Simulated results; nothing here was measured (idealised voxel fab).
process module | voxel gate over fins
cross-section cut | 140 nm wide | cells 5 nm
A cross-section is a grid of square cells, given in bands from the top down. A band is one or more rows of cells.
Each band's line starts with the height of the band's top and of its bottom, in nm. Then come its materials from left to right, each with its width in nm. One material with "throughout" fills the band from edge to edge. "air" is empty space.
Height 0 is the level under which the wafer as received is all one material. The lowest band goes on downwards, as in "0 down".
A width such as "30 to 40" changes by the same amount from each row of cells to the next, from the band's top row to its bottom row.
"no change" after a step means that no cell of the cross-section changed.
closed voids: empty space of 8 cells or more with no open way to the top, each as width x height at its distance from the left edge, in nm
after a step's settings: what the simulator itself notes on the step
overlay nm, on a step with a mask: how far to the right of its planned place the mask lay; to the left if negative
plan
1 op RECEIVE | material Si
2 op CONFORMAL_DEP | material SiN | thk nm 5
3 op PATTERN | tone cover | mask id FINS | material resist | width nm 15 | pitch nm 60 | thk nm 20 | overlay nm 0
4 op DIRECTIONAL_ETCH | etch materials SiN | depth nm 5
5 op DIRECTIONAL_ETCH | etch materials Si | depth nm 40
6 op STRIP | etch materials resist
7 op OXIDIZE | depth nm 5
8 op FILL_DEP | material SiO2 | thk nm 15
9 op CMP | height nm 5
10 op PATTERN | tone open | mask id RAIL | material resist | width nm 15 | thk nm 15 | overlay nm 0
11 op DIRECTIONAL_ETCH | etch materials SiO2 | depth nm 40
12 op STRIP | etch materials resist
13 op CONFORMAL_DEP | material TiN | thk nm 5
14 op FILL_DEP | material W | thk nm 10
15 op CMP | height nm 5
16 op SELECTIVE_ETCH | etch materials W Ru TiN | depth nm 20
17 op FILL_DEP | material SiO2 | thk nm 5
18 op CMP | height nm 5
19 op SELECTIVE_ETCH | etch materials SiO2 | depth nm 15
20 op STRIP | etch materials SiN
21 op CONFORMAL_DEP | material HfO2 | thk nm 5
22 op CONFORMAL_DEP | material TiN | thk nm 5
23 op CONFORMAL_DEP | material TiAl | thk nm 5
24 op CONFORMAL_DEP | material TiN | thk nm 5
25 op FILL_DEP | material W | thk nm 10
26 op CMP | height nm 25
27 op CONFORMAL_DEP | material SiCN | thk nm 10
first wafer, as planned
as received, after step 1
  0 down: Si throughout
  closed voids: none
after step 2
  5 to 0: SiN throughout
  below 0: unchanged
after step 3
  25 to 5: air 30 | resist 15 | air 45 | resist 15 | air 35
  below 5: unchanged
after step 4
  25 to 5: air 30 | resist 15 | air 45 | resist 15 | air 35
  5 to 0: air 30 | SiN 15 | air 45 | SiN 15 | air 35
  below 0: unchanged
after step 5
  25 to 5: air 30 | resist 15 | air 45 | resist 15 | air 35
  5 to 0: air 30 | SiN 15 | air 45 | SiN 15 | air 35
  0 to -40: air 30 | Si 15 | air 45 | Si 15 | air 35
  below -40: unchanged
after step 6
  5 to 0: air 30 | SiN 15 | air 45 | SiN 15 | air 35
  below 0: unchanged
after step 7
  5 to 0: air 30 | SiN 15 | air 45 | SiN 15 | air 35
  0 to -40: air 30 | SiO2 5 | Si 5 | SiO2 5 | air 45 | SiO2 5 | Si 5 | SiO2 5 | air 35
  -40 to -45: SiO2 35 | Si 5 | SiO2 55 | Si 5 | SiO2 40
  below -45: unchanged
after step 8
  20 to 5: SiO2 throughout
  5 to 0: SiO2 30 | SiN 15 | SiO2 45 | SiN 15 | SiO2 35
  0 to -45: SiO2 35 | Si 5 | SiO2 55 | Si 5 | SiO2 40
  below -45: unchanged
after step 9
  5 to 0: SiO2 30 | SiN 15 | SiO2 45 | SiN 15 | SiO2 35
  below 0: unchanged
after step 10
  20 to 5: resist 60 | air 15 | resist 65
  below 5: unchanged
after step 11
  20 to 5: resist 60 | air 15 | resist 65
  5 to 0: SiO2 30 | SiN 15 | SiO2 15 | air 15 | SiO2 15 | SiN 15 | SiO2 35
  0 to -35: SiO2 35 | Si 5 | SiO2 20 | air 15 | SiO2 20 | Si 5 | SiO2 40
  below -35: unchanged
after step 12
  5 to 0: SiO2 30 | SiN 15 | SiO2 15 | air 15 | SiO2 15 | SiN 15 | SiO2 35
  below 0: unchanged
after step 13
  10 to 5: TiN 65 | air 5 | TiN 70
  5 to 0: SiO2 30 | SiN 15 | SiO2 15 | TiN 5 | air 5 | TiN 5 | SiO2 15 | SiN 15 | SiO2 35
  0 to -30: SiO2 35 | Si 5 | SiO2 20 | TiN 5 | air 5 | TiN 5 | SiO2 20 | Si 5 | SiO2 40
  -30 to -35: SiO2 35 | Si 5 | SiO2 20 | TiN 15 | SiO2 20 | Si 5 | SiO2 40
  below -35: unchanged
after step 14
  20 to 10: W throughout
  10 to 5: TiN 65 | W 5 | TiN 70
  5 to 0: SiO2 30 | SiN 15 | SiO2 15 | TiN 5 | W 5 | TiN 5 | SiO2 15 | SiN 15 | SiO2 35
  0 to -30: SiO2 35 | Si 5 | SiO2 20 | TiN 5 | W 5 | TiN 5 | SiO2 20 | Si 5 | SiO2 40
  below -30: unchanged
after step 15
  5 to 0: SiO2 30 | SiN 15 | SiO2 15 | TiN 5 | W 5 | TiN 5 | SiO2 15 | SiN 15 | SiO2 35
  below 0: unchanged
after step 16
  5 to 0: SiO2 30 | SiN 15 | SiO2 15 | air 15 | SiO2 15 | SiN 15 | SiO2 35
  0 to -15: SiO2 35 | Si 5 | SiO2 20 | air 15 | SiO2 20 | Si 5 | SiO2 40
  below -15: unchanged
after step 17
  10 to 5: SiO2 throughout
  5 to 0: SiO2 30 | SiN 15 | SiO2 45 | SiN 15 | SiO2 35
  0 to -15: SiO2 35 | Si 5 | SiO2 55 | Si 5 | SiO2 40
  below -15: unchanged
after step 18
  5 to 0: SiO2 30 | SiN 15 | SiO2 45 | SiN 15 | SiO2 35
  below 0: unchanged
after step 19
  5 to 0: air 30 | SiN 15 | air 45 | SiN 15 | air 35
  0 to -10: air 35 | Si 5 | air 55 | Si 5 | air 40
  below -10: unchanged
after step 20
  0 to -10: air 35 | Si 5 | air 55 | Si 5 | air 40
  below -10: unchanged
after step 21
  5 to 0: air 30 | HfO2 15 | air 45 | HfO2 15 | air 35
  0 to -5: air 30 | HfO2 5 | Si 5 | HfO2 5 | air 45 | HfO2 5 | Si 5 | HfO2 5 | air 35
  -5 to -10: HfO2 35 | Si 5 | HfO2 55 | Si 5 | HfO2 40
  below -10: unchanged
after step 22
  10 to 5: air 25 | TiN 25 | air 35 | TiN 25 | air 30
  5 to 0: air 25 | TiN 5 | HfO2 15 | TiN 5 | air 35 | TiN 5 | HfO2 15 | TiN 5 | air 30
  0 to -5: TiN 30 | HfO2 5 | Si 5 | HfO2 5 | TiN 45 | HfO2 5 | Si 5 | HfO2 5 | TiN 35
  below -5: unchanged
after step 23
  15 to 10: air 20 | TiAl 35 | air 25 | TiAl 35 | air 25
  10 to 5: air 20 | TiAl 5 | TiN 25 | TiAl 5 | air 25 | TiAl 5 | TiN 25 | TiAl 5 | air 25
  5 to 0: TiAl 25 | TiN 5 | HfO2 15 | TiN 5 | TiAl 35 | TiN 5 | HfO2 15 | TiN 5 | TiAl 30
  below 0: unchanged
after step 24
  20 to 15: air 15 | TiN 45 | air 15 | TiN 45 | air 20
  15 to 10: air 15 | TiN 5 | TiAl 35 | TiN 5 | air 15 | TiN 5 | TiAl 35 | TiN 5 | air 20
  10 to 5: TiN 20 | TiAl 5 | TiN 25 | TiAl 5 | TiN 25 | TiAl 5 | TiN 25 | TiAl 5 | TiN 25
  below 5: unchanged
after step 25
  30 to 20: W throughout
  20 to 15: W 15 | TiN 45 | W 15 | TiN 45 | W 20
  15 to 10: W 15 | TiN 5 | TiAl 35 | TiN 5 | W 15 | TiN 5 | TiAl 35 | TiN 5 | W 20
  below 10: unchanged
after step 26
  25 to 20: W throughout
  below 20: unchanged
after step 27
  35 to 25: SiCN throughout
  below 25: unchanged
second wafer: like start, like plan, one mistake. Through step 2 it matches the first wafer
when step 3 should have ended
  25 to 5: air 35 | resist 15 | air 45 | resist 15 | air 30
  below 5: unchanged
when step 4 should have ended
  25 to 5: air 35 | resist 15 | air 45 | resist 15 | air 30
  5 to 0: air 35 | SiN 15 | air 45 | SiN 15 | air 30
  below 0: unchanged
when step 5 should have ended
  25 to 5: air 35 | resist 15 | air 45 | resist 15 | air 30
  5 to 0: air 35 | SiN 15 | air 45 | SiN 15 | air 30
  0 to -40: air 35 | Si 15 | air 45 | Si 15 | air 30
  below -40: unchanged
when step 6 should have ended
  5 to 0: air 35 | SiN 15 | air 45 | SiN 15 | air 30
  below 0: unchanged
when step 7 should have ended
  5 to 0: air 35 | SiN 15 | air 45 | SiN 15 | air 30
  0 to -40: air 35 | SiO2 5 | Si 5 | SiO2 5 | air 45 | SiO2 5 | Si 5 | SiO2 5 | air 30
  -40 to -45: SiO2 40 | Si 5 | SiO2 55 | Si 5 | SiO2 35
  below -45: unchanged
when step 8 should have ended
  20 to 5: SiO2 throughout
  5 to 0: SiO2 35 | SiN 15 | SiO2 45 | SiN 15 | SiO2 30
  0 to -45: SiO2 40 | Si 5 | SiO2 55 | Si 5 | SiO2 35
  below -45: unchanged
when step 9 should have ended
  5 to 0: SiO2 35 | SiN 15 | SiO2 45 | SiN 15 | SiO2 30
  below 0: unchanged
when step 10 should have ended
  20 to 5: resist 60 | air 15 | resist 65
  below 5: unchanged
when step 11 should have ended
  20 to 5: resist 60 | air 15 | resist 65
  5 to 0: SiO2 35 | SiN 15 | SiO2 10 | air 15 | SiO2 20 | SiN 15 | SiO2 30
  0 to -35: SiO2 40 | Si 5 | SiO2 15 | air 15 | SiO2 25 | Si 5 | SiO2 35
  below -35: unchanged
when step 12 should have ended
  5 to 0: SiO2 35 | SiN 15 | SiO2 10 | air 15 | SiO2 20 | SiN 15 | SiO2 30
  below 0: unchanged
when step 13 should have ended
  10 to 5: TiN 65 | air 5 | TiN 70
  5 to 0: SiO2 35 | SiN 15 | SiO2 10 | TiN 5 | air 5 | TiN 5 | SiO2 20 | SiN 15 | SiO2 30
  0 to -30: SiO2 40 | Si 5 | SiO2 15 | TiN 5 | air 5 | TiN 5 | SiO2 25 | Si 5 | SiO2 35
  -30 to -35: SiO2 40 | Si 5 | SiO2 15 | TiN 15 | SiO2 25 | Si 5 | SiO2 35
  below -35: unchanged
when step 14 should have ended
  20 to 10: W throughout
  10 to 5: TiN 65 | W 5 | TiN 70
  5 to 0: SiO2 35 | SiN 15 | SiO2 10 | TiN 5 | W 5 | TiN 5 | SiO2 20 | SiN 15 | SiO2 30
  0 to -30: SiO2 40 | Si 5 | SiO2 15 | TiN 5 | W 5 | TiN 5 | SiO2 25 | Si 5 | SiO2 35
  below -30: unchanged
when step 15 should have ended
  5 to 0: SiO2 35 | SiN 15 | SiO2 10 | TiN 5 | W 5 | TiN 5 | SiO2 20 | SiN 15 | SiO2 30
  below 0: unchanged
when step 16 should have ended
  5 to 0: SiO2 35 | SiN 15 | SiO2 10 | air 15 | SiO2 20 | SiN 15 | SiO2 30
  0 to -15: SiO2 40 | Si 5 | SiO2 15 | air 15 | SiO2 25 | Si 5 | SiO2 35
  below -15: unchanged
when step 17 should have ended
  10 to 5: SiO2 throughout
  5 to 0: SiO2 35 | SiN 15 | SiO2 45 | SiN 15 | SiO2 30
  0 to -15: SiO2 40 | Si 5 | SiO2 55 | Si 5 | SiO2 35
  below -15: unchanged
when step 18 should have ended
  5 to 0: SiO2 35 | SiN 15 | SiO2 45 | SiN 15 | SiO2 30
  below 0: unchanged
when step 19 should have ended
  5 to 0: air 35 | SiN 15 | air 45 | SiN 15 | air 30
  0 to -10: air 40 | Si 5 | air 55 | Si 5 | air 35
  below -10: unchanged
when step 20 should have ended
  0 to -10: air 40 | Si 5 | air 55 | Si 5 | air 35
  below -10: unchanged
when step 21 should have ended
  5 to 0: air 35 | HfO2 15 | air 45 | HfO2 15 | air 30
  0 to -5: air 35 | HfO2 5 | Si 5 | HfO2 5 | air 45 | HfO2 5 | Si 5 | HfO2 5 | air 30
  -5 to -10: HfO2 40 | Si 5 | HfO2 55 | Si 5 | HfO2 35
  below -10: unchanged
when step 22 should have ended
  10 to 5: air 30 | TiN 25 | air 35 | TiN 25 | air 25
  5 to 0: air 30 | TiN 5 | HfO2 15 | TiN 5 | air 35 | TiN 5 | HfO2 15 | TiN 5 | air 25
  0 to -5: TiN 35 | HfO2 5 | Si 5 | HfO2 5 | TiN 45 | HfO2 5 | Si 5 | HfO2 5 | TiN 30
  below -5: unchanged
when step 23 should have ended
  15 to 10: air 25 | TiAl 35 | air 25 | TiAl 35 | air 20
  10 to 5: air 25 | TiAl 5 | TiN 25 | TiAl 5 | air 25 | TiAl 5 | TiN 25 | TiAl 5 | air 20
  5 to 0: TiAl 30 | TiN 5 | HfO2 15 | TiN 5 | TiAl 35 | TiN 5 | HfO2 15 | TiN 5 | TiAl 25
  below 0: unchanged
when step 24 should have ended
  20 to 15: air 20 | TiN 45 | air 15 | TiN 45 | air 15
  15 to 10: air 20 | TiN 5 | TiAl 35 | TiN 5 | air 15 | TiN 5 | TiAl 35 | TiN 5 | air 15
  10 to 5: TiN 25 | TiAl 5 | TiN 25 | TiAl 5 | TiN 25 | TiAl 5 | TiN 25 | TiAl 5 | TiN 20
  below 5: unchanged
when step 25 should have ended
  30 to 20: W throughout
  20 to 15: W 20 | TiN 45 | W 15 | TiN 45 | W 15
  15 to 10: W 20 | TiN 5 | TiAl 35 | TiN 5 | W 15 | TiN 5 | TiAl 35 | TiN 5 | W 15
  below 10: unchanged
when step 26 should have ended
  25 to 20: W throughout
  below 20: unchanged
when step 27 should have ended
  35 to 25: SiCN throughout
  below 25: unchanged
what went wrong: step 3 ran as: op PATTERN | tone cover | mask id FINS | material resist | width nm 15 | pitch nm 60 | thk nm 20 | overlay nm 5
at the end the second wafer has, in cells: as many of each material as the first, in other places
